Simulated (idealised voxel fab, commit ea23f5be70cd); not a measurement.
The process module presented herein is designated voxel double patterning.
Displayed cross-section: cut, width of 290 nm, square cells sized 5 nm.
We lay out every cross-section as a grid of square cells and spell it out in bands from the top down, where one band means one or more rows of cells.
Top height, bottom height, nm. Materials left to right, width each, nm. Single material + "throughout" = fills band edge to edge. "air" = empty.
Convention: height 0 is the level below which the wafer, as received, is all one material. The lowest band does not terminate at the bottom but continues downward, represented as "from 0 down".
So if you see something like "30 to 40" for the width, read it as the top row of the band sitting at the first number and the bottom row at the second, with every row in between moving by the same amount as the last.
Reading "everything unchanged" for a step: not a cell of the cross-section changed in it.
Basically, "Closed internal cavities" tells you about the enclosed voids: empty spaces with no open way to the top, 8 cells or bigger, each written width x height at distance, where distance is from the left edge, all in nm.
Past the settings on a step's line: simulator remark, on that step.
Among the settings permitted on a step's line is "overlay nm"; applied to a step with a mask, it specifies the extent to which the mask lay to the right of its planned position, whereas a negative figure signifies a position to the left.

### Process steps (planned)
1. RECEIVE, material Si
2. CONFORMAL_DEP, material SiO2, thk nm 5
3. DIRECTIONAL_DEP, material TiN, thk nm 20
4. DIRECTIONAL_DEP, material SiCN, thk nm 10
5. DIRECTIONAL_DEP, material aC, thk nm 10
6. PATTERN, tone open, mask id FIRST, material resist, width nm 15, pitch nm 50, thk nm 25, overlay nm 0
7. DIRECTIONAL_ETCH, etch materials aC, depth nm 10
8. STRIP, etch materials resist
9. DIRECTIONAL_ETCH, etch materials SiCN, depth nm 10
10. STRIP, etch materials aC
11. DIRECTIONAL_DEP, material aC, thk nm 15
12. PATTERN, tone open, mask id SECOND, material resist, width nm 15, pitch nm 50, thk nm 35, overlay nm 0
13. DIRECTIONAL_ETCH, etch materials aC, depth nm 15
14. STRIP, etch materials resist
15. DIRECTIONAL_ETCH, etch materials SiCN, depth nm 10
16. STRIP, etch materials aC
17. DIRECTIONAL_ETCH, etch materials TiN, depth nm 20
18. STRIP, etch materials SiCN

### So, the first of our two wafers, run just as we planned it

### As-received state of the wafer in cross-section, equivalent to post-step 1
	from 0 down | Si throughout
	Closed internal cavities: none

### Cross-section: wafer state after step 2
	from 5 to 0 | SiO2 throughout
	For the remainder of the cross-section, below 0, there is no change.

### Cross-section: wafer state after step 3
	from 25 to 5 | TiN throughout
	For the remainder of the cross-section, below 5, there is no change.

### Cross-section: wafer state after step 4
	from 35 to 25 | SiCN throughout
	For the remainder of the cross-section, below 25, there is no change.

### Cross-section: wafer state after step 5
	from 45 to 35 | aC throughout
	For the remainder of the cross-section, below 35, there is no change.

### Cross-section: wafer state after step 6
	from 70 to 45 | resist 85 nm; air 15 nm; resist 35 nm; air 15 nm; resist 35 nm; air 15 nm; resist 90 nm
	For the remainder of the cross-section, below 45, there is no change.

### Cross-section: wafer state after step 7
	from 60 to 45 | resist 85 nm; air 15 nm; resist 35 nm; air 15 nm; resist 35 nm; air 15 nm; resist 90 nm
	from 45 to 35 | aC 85 nm; air 15 nm; aC 35 nm; air 15 nm; aC 35 nm; air 15 nm; aC 90 nm
	For the remainder of the cross-section, below 35, there is no change.

### Cross-section: wafer state after step 8
	from 45 to 35 | aC 85 nm; air 15 nm; aC 35 nm; air 15 nm; aC 35 nm; air 15 nm; aC 90 nm
	For the remainder of the cross-section, below 35, there is no change.

### Cross-section: wafer state after step 9
	from 45 to 35 | aC 85 nm; air 15 nm; aC 35 nm; air 15 nm; aC 35 nm; air 15 nm; aC 90 nm
	from 35 to 25 | SiCN 85 nm; air 15 nm; SiCN 35 nm; air 15 nm; SiCN 35 nm; air 15 nm; SiCN 90 nm
	For the remainder of the cross-section, below 25, there is no change.

### Cross-section: wafer state after step 10
	from 35 to 25 | SiCN 85 nm; air 15 nm; SiCN 35 nm; air 15 nm; SiCN 35 nm; air 15 nm; SiCN 90 nm
	For the remainder of the cross-section, below 25, there is no change.

### Cross-section: wafer state after step 11
	from 50 to 40 | aC 85 nm; air 15 nm; aC 35 nm; air 15 nm; aC 35 nm; air 15 nm; aC 90 nm
	from 40 to 35 | aC throughout
	from 35 to 25 | SiCN 85 nm; aC 15 nm; SiCN 35 nm; aC 15 nm; SiCN 35 nm; aC 15 nm; SiCN 90 nm
	For the remainder of the cross-section, below 25, there is no change.

### Cross-section: wafer state after step 12
	from 85 to 50 | resist 110 nm; air 15 nm; resist 35 nm; air 15 nm; resist 115 nm
	from 50 to 40 | aC 85 nm; resist 15 nm; aC 35 nm; resist 15 nm; aC 35 nm; resist 15 nm; aC 90 nm
	For the remainder of the cross-section, below 40, there is no change.

### Cross-section: wafer state after step 13
	from 70 to 50 | resist 110 nm; air 15 nm; resist 35 nm; air 15 nm; resist 115 nm
	from 50 to 40 | aC 85 nm; resist 15 nm; aC 10 nm; air 15 nm; aC 10 nm; resist 15 nm; aC 10 nm; air 15 nm; aC 10 nm; resist 15 nm; aC 90 nm
	from 40 to 35 | aC 110 nm; air 15 nm; aC 35 nm; air 15 nm; aC 115 nm
	For the remainder of the cross-section, below 35, there is no change.

### Cross-section: wafer state after step 14
	from 50 to 40 | aC 85 nm; air 15 nm; aC 10 nm; air 15 nm; aC 10 nm; air 15 nm; aC 10 nm; air 15 nm; aC 10 nm; air 15 nm; aC 90 nm
	For the remainder of the cross-section, below 40, there is no change.

### Cross-section: wafer state after step 15
	from 50 to 40 | aC 85 nm; air 15 nm; aC 10 nm; air 15 nm; aC 10 nm; air 15 nm; aC 10 nm; air 15 nm; aC 10 nm; air 15 nm; aC 90 nm
	from 40 to 35 | aC 110 nm; air 15 nm; aC 35 nm; air 15 nm; aC 115 nm
	from 35 to 25 | SiCN 85 nm; aC 15 nm; SiCN 10 nm; air 15 nm; SiCN 10 nm; aC 15 nm; SiCN 10 nm; air 15 nm; SiCN 10 nm; aC 15 nm; SiCN 90 nm
	For the remainder of the cross-section, below 25, there is no change.

### Cross-section: wafer state after step 16
	from 35 to 25 | SiCN 85 nm; air 15 nm; SiCN 10 nm; air 15 nm; SiCN 10 nm; air 15 nm; SiCN 10 nm; air 15 nm; SiCN 10 nm; air 15 nm; SiCN 90 nm
	For the remainder of the cross-section, below 25, there is no change.

### Cross-section: wafer state after step 17
	from 35 to 25 | SiCN 85 nm; air 15 nm; SiCN 10 nm; air 15 nm; SiCN 10 nm; air 15 nm; SiCN 10 nm; air 15 nm; SiCN 10 nm; air 15 nm; SiCN 90 nm
	from 25 to 5 | TiN 85 nm; air 15 nm; TiN 10 nm; air 15 nm; TiN 10 nm; air 15 nm; TiN 10 nm; air 15 nm; TiN 10 nm; air 15 nm; TiN 90 nm
	For the remainder of the cross-section, below 5, there is no change.

### Cross-section: wafer state after step 18
	from 25 to 5 | TiN 85 nm; air 15 nm; TiN 10 nm; air 15 nm; TiN 10 nm; air 15 nm; TiN 10 nm; air 15 nm; TiN 10 nm; air 15 nm; TiN 90 nm
	For the remainder of the cross-section, below 5, there is no change.

### second wafer: like start, like plan, one mistake. Through step 5 it matches the first wafer

### Cross-section: second wafer, time at which step 6 was scheduled to end
	from 70 to 45 | resist 85 nm; air 20 nm; resist 30 nm; air 20 nm; resist 30 nm; air 20 nm; resist 85 nm
	For the remainder of the cross-section, below 45, there is no change.

### Cross-section: second wafer, time at which step 7 was scheduled to end
	from 60 to 45 | resist 85 nm; air 20 nm; resist 30 nm; air 20 nm; resist 30 nm; air 20 nm; resist 85 nm
	from 45 to 35 | aC 85 nm; air 20 nm; aC 30 nm; air 20 nm; aC 30 nm; air 20 nm; aC 85 nm
	For the remainder of the cross-section, below 35, there is no change.

### Cross-section: second wafer, time at which step 8 was scheduled to end
	from 45 to 35 | aC 85 nm; air 20 nm; aC 30 nm; air 20 nm; aC 30 nm; air 20 nm; aC 85 nm
	For the remainder of the cross-section, below 35, there is no change.

### Cross-section: second wafer, time at which step 9 was scheduled to end
	from 45 to 35 | aC 85 nm; air 20 nm; aC 30 nm; air 20 nm; aC 30 nm; air 20 nm; aC 85 nm
	from 35 to 25 | SiCN 85 nm; air 20 nm; SiCN 30 nm; air 20 nm; SiCN 30 nm; air 20 nm; SiCN 85 nm
	For the remainder of the cross-section, below 25, there is no change.

### Cross-section: second wafer, time at which step 10 was scheduled to end
	from 35 to 25 | SiCN 85 nm; air 20 nm; SiCN 30 nm; air 20 nm; SiCN 30 nm; air 20 nm; SiCN 85 nm
	For the remainder of the cross-section, below 25, there is no change.

### Cross-section: second wafer, time at which step 11 was scheduled to end
	from 50 to 40 | aC 85 nm; air 20 nm; aC 30 nm; air 20 nm; aC 30 nm; air 20 nm; aC 85 nm
	from 40 to 35 | aC throughout
	from 35 to 25 | SiCN 85 nm; aC 20 nm; SiCN 30 nm; aC 20 nm; SiCN 30 nm; aC 20 nm; SiCN 85 nm
	For the remainder of the cross-section, below 25, there is no change.

### Cross-section: second wafer, time at which step 12 was scheduled to end
	from 85 to 50 | resist 110 nm; air 15 nm; resist 35 nm; air 15 nm; resist 115 nm
	from 50 to 40 | aC 85 nm; resist 20 nm; aC 30 nm; resist 20 nm; aC 30 nm; resist 20 nm; aC 85 nm
	For the remainder of the cross-section, below 40, there is no change.

### Cross-section: second wafer, time at which step 13 was scheduled to end
	from 70 to 50 | resist 110 nm; air 15 nm; resist 35 nm; air 15 nm; resist 115 nm
	from 50 to 40 | aC 85 nm; resist 20 nm; aC 5 nm; air 15 nm; aC 10 nm; resist 20 nm; aC 5 nm; air 15 nm; aC 10 nm; resist 20 nm; aC 85 nm
	from 40 to 35 | aC 110 nm; air 15 nm; aC 35 nm; air 15 nm; aC 115 nm
	For the remainder of the cross-section, below 35, there is no change.

### Cross-section: second wafer, time at which step 14 was scheduled to end
	from 50 to 40 | aC 85 nm; air 20 nm; aC 5 nm; air 15 nm; aC 10 nm; air 20 nm; aC 5 nm; air 15 nm; aC 10 nm; air 20 nm; aC 85 nm
	For the remainder of the cross-section, below 40, there is no change.

### Cross-section: second wafer, time at which step 15 was scheduled to end
	from 50 to 40 | aC 85 nm; air 20 nm; aC 5 nm; air 15 nm; aC 10 nm; air 20 nm; aC 5 nm; air 15 nm; aC 10 nm; air 20 nm; aC 85 nm
	from 40 to 35 | aC 110 nm; air 15 nm; aC 35 nm; air 15 nm; aC 115 nm
	from 35 to 25 | SiCN 85 nm; aC 20 nm; SiCN 5 nm; air 15 nm; SiCN 10 nm; aC 20 nm; SiCN 5 nm; air 15 nm; SiCN 10 nm; aC 20 nm; SiCN 85 nm
	For the remainder of the cross-section, below 25, there is no change.

### Cross-section: second wafer, time at which step 16 was scheduled to end
	from 35 to 25 | SiCN 85 nm; air 20 nm; SiCN 5 nm; air 15 nm; SiCN 10 nm; air 20 nm; SiCN 5 nm; air 15 nm; SiCN 10 nm; air 20 nm; SiCN 85 nm
	For the remainder of the cross-section, below 25, there is no change.

### Cross-section: second wafer, time at which step 17 was scheduled to end
	from 35 to 25 | SiCN 85 nm; air 20 nm; SiCN 5 nm; air 15 nm; SiCN 10 nm; air 20 nm; SiCN 5 nm; air 15 nm; SiCN 10 nm; air 20 nm; SiCN 85 nm
	from 25 to 5 | TiN 85 nm; air 20 nm; TiN 5 nm; air 15 nm; TiN 10 nm; air 20 nm; TiN 5 nm; air 15 nm; TiN 10 nm; air 20 nm; TiN 85 nm
	For the remainder of the cross-section, below 5, there is no change.

### Cross-section: second wafer, time at which step 18 was scheduled to end
	from 25 to 5 | TiN 85 nm; air 20 nm; TiN 5 nm; air 15 nm; TiN 10 nm; air 20 nm; TiN 5 nm; air 15 nm; TiN 10 nm; air 20 nm; TiN 85 nm
	For the remainder of the cross-section, below 5, there is no change.
Short version of what went wrong: heads up, step 6 didn't go per plan, it actually ran as PATTERN, tone open, mask id FIRST, material resist, width nm 20, pitch nm 50, thk nm 25, overlay nm 0
Cell-count delta at end, second wafer over first, by material: TiN: 12 fewer
